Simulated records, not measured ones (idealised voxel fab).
This section sets out a process module, namely voxel transistor to metal.
The cross-section on display is named cut; it measures 150 nm wide, and its cells are 5 nm squares.
This document writes a cross-section as a grid whose cells are square, and gives it as bands, listed from the top down; one or more rows of cells form a band. Band: top height; bottom height; in nm. Then, left to right: material with width in nm, for each material. "all across": a single material spanning edge to edge. "blank": empty space. Basically, 0 is our baseline, since under it the wafer straight out of the box is all one material. The bottom band has no lower end and keeps on going down, so it looks like "0 and below". The expression "30->40" gives the width at the extremes of the band, the first number at its top row of cells and the second at its bottom row, with the width changing by equal amounts from each row to the next in between. Key: "nothing was modified" - step with no changed cell in the cross-section. Listed in "Closed void list": every empty space of 8 or more cells without an open way to the top. Form: width x height at distance, the distance being from the left edge, all in nm. Note: text after step settings on the step line = simulator remark on that step. Steps that use a mask can have "overlay nm" on their line. It says how far the mask sat to the right of where it was meant to be. Negative means to the left.

This section lists the process steps that were planned:
- 1: RECEIVE: material Si
- 2: OXIDIZE: depth nm 5
- 3: CONFORMAL_DEP: material SiN, thk nm 15
- 4: MASKED_ETCH: tone cover, mask id ACTIVE, width nm 105, etch materials SiN, depth nm 15, overlay nm 0
- 5: MASKED_ETCH: tone cover, mask id ACTIVE, width nm 105, etch materials SiO2, depth nm 5, overlay nm 0
- 6: MASKED_ETCH: tone cover, mask id ACTIVE, width nm 105, etch materials Si, depth nm 35, overlay nm 0
- 7: FILL_DEP: material SiO2, thk nm 15
- 8: CMP: height nm 15
- 9: SELECTIVE_ETCH: etch materials SiO2, depth nm 15
- 10: STRIP: etch materials SiN
- 11: SELECTIVE_ETCH: etch materials SiO2, depth nm 5
- 12: OXIDIZE: depth nm 5
- 13: DIRECTIONAL_DEP: material polySi, thk nm 25
- 14: DIRECTIONAL_DEP: material SiCN, thk nm 15
- 15: DIRECTIONAL_DEP: material aC, thk nm 10
- 16: PATTERN: tone cover, mask id GATE, material resist, width nm 15, thk nm 30, overlay nm 0
- 17: DIRECTIONAL_ETCH: etch materials aC, depth nm 10
- 18: STRIP: etch materials resist
- 19: DIRECTIONAL_ETCH: etch materials SiCN, depth nm 25
- 20: DIRECTIONAL_ETCH: etch materials polySi, depth nm 35
- 21: STRIP: etch materials aC
- 22: CONFORMAL_DEP: material SiN, thk nm 5
- 23: DIRECTIONAL_ETCH: etch materials SiN, depth nm 5
- 24: DIRECTIONAL_ETCH: etch materials SiO2, depth nm 5
- 25: DIRECTIONAL_ETCH: etch materials Si, depth nm 5
- 26: EPI: material SiGe, thk nm 5
- 27: FILL_DEP: material SiO2, thk nm 10
- 28: CMP: height nm 20
- 29: STRIP: etch materials polySi
- 30: SELECTIVE_ETCH: etch materials SiO2, depth nm 5
- 31: CONFORMAL_DEP: material HfO2, thk nm 5
- 32: CONFORMAL_DEP: material TiN, thk nm 5
- 33: FILL_DEP: material W, thk nm 5
- 34: CMP: height nm 15
- 35: DIRECTIONAL_DEP: material SiO2, thk nm 10
- 36: MASKED_ETCH: tone open, mask id CONTACT, width nm 15, pitch nm 80, etch materials SiO2, depth nm 35, overlay nm 0
- 37: CONFORMAL_DEP: material TiN, thk nm 5
- 38: FILL_DEP: material W, thk nm 10
- 39: CMP: height nm 25
- 40: DIRECTIONAL_DEP: material TiN, thk nm 5
- 41: DIRECTIONAL_DEP: material W, thk nm 15
- 42: PATTERN: tone cover, mask id METAL_1, material resist, width nm 15, pitch nm 80, thk nm 20, overlay nm 0
- 43: DIRECTIONAL_ETCH: etch materials W, depth nm 15
- 44: DIRECTIONAL_ETCH: etch materials TiN, depth nm 5
- 45: STRIP: etch materials resist
- 46: FILL_DEP: material SiO2, thk nm 5
- 47: CMP: height nm 45
- 48: CONFORMAL_DEP: material SiN, thk nm 5
Across this set of wafers, the varied parameter is the width nm of step 16. Starting conditions are identical for every wafer, and the plan reports the value assigned to the first wafer.

Cross-section of the first of several received wafers, showing its state after step 1:
> 0 and below = Si all across
> Closed void list: none

The following table contains a row per wafer, in which are reported, at the conclusion of the module, the cells of each material gained (+) or lost (-) since the wafer's receipt, with its closed voids given thereafter:
width nm 15; +13 HfO2; -130 Si; +18 SiGe; +38 SiN; +291 SiO2; +40 TiN; +30 W; Closed void list: none
width nm 20; +14 HfO2; -129 Si; +17 SiGe; +38 SiN; +286 SiO2; +44 TiN; +30 W; Closed void list: none
width nm 25; +15 HfO2; -128 Si; +16 SiGe; +38 SiN; +281 SiO2; +45 TiN; +33 W; Closed void list: none
width nm 30; +16 HfO2; -127 Si; +15 SiGe; +38 SiN; +276 SiO2; +46 TiN; +36 W; Closed void list: none
width nm 35; +17 HfO2; -126 Si; +14 SiGe; +38 SiN; +271 SiO2; +47 TiN; +39 W; Closed void list: none
width nm 40; +18 HfO2; -125 Si; +13 SiGe; +38 SiN; +266 SiO2; +48 TiN; +42 W; Closed void list: none
